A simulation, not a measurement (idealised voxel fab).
process module | voxel plated lines
cross-section cut | 180 nm wide | cells 5 nm
A cross-section is a grid of square cells, given in bands from the top down. A band is one or more rows of cells.
Each band's line starts with the height of the band's top and of its bottom, in nm. Then come its materials from left to right, each with its width in nm. One material with "throughout" fills the band from edge to edge. "air" is empty space.
Height 0 is the level under which the wafer as received is all one material. The lowest band goes on downwards, as in "0 down".
A width such as "30 to 40" changes by the same amount from each row of cells to the next, from the band's top row to its bottom row.
"no change" after a step means that no cell of the cross-section changed.
closed voids: empty space of 8 cells or more with no open way to the top, each as width x height at its distance from the left edge, in nm
after a step's settings: what the simulator itself notes on the step
overlay nm, on a step with a mask: how far to the right of its planned place the mask lay; to the left if negative
plan
1 op RECEIVE | material Si
2 op CONFORMAL_DEP | material SiO2 | thk nm 15
3 op DIRECTIONAL_DEP | material TiN | thk nm 5
4 op PATTERN | tone open | mask id LINES | material resist | width nm 15 | pitch nm 30 | thk nm 20 | overlay nm 0
5 op EPI | material Ru | thk nm 5
6 op STRIP | etch materials resist
7 op DIRECTIONAL_ETCH | etch materials TiN | depth nm 5
8 op CONFORMAL_DEP | material SiO2 | thk nm 5
as received, after step 1
  0 down: Si throughout
  closed voids: none
a wafer at the end: this start, this plan, one mistake
  45 to 40: air 60 | SiO2 25 | air 5 | SiO2 25 | air 65
  40 to 35: air 60 | SiO2 5 | Ru 15 | SiO2 5 | air 5 | SiO2 5 | Ru 15 | SiO2 5 | air 65
  35 to 30: SiO2 65 | TiN 15 | SiO2 15 | TiN 15 | SiO2 70
  30 to 0: SiO2 throughout
  0 down: Si throughout
  closed voids: none
what went wrong: step 2 was run twice
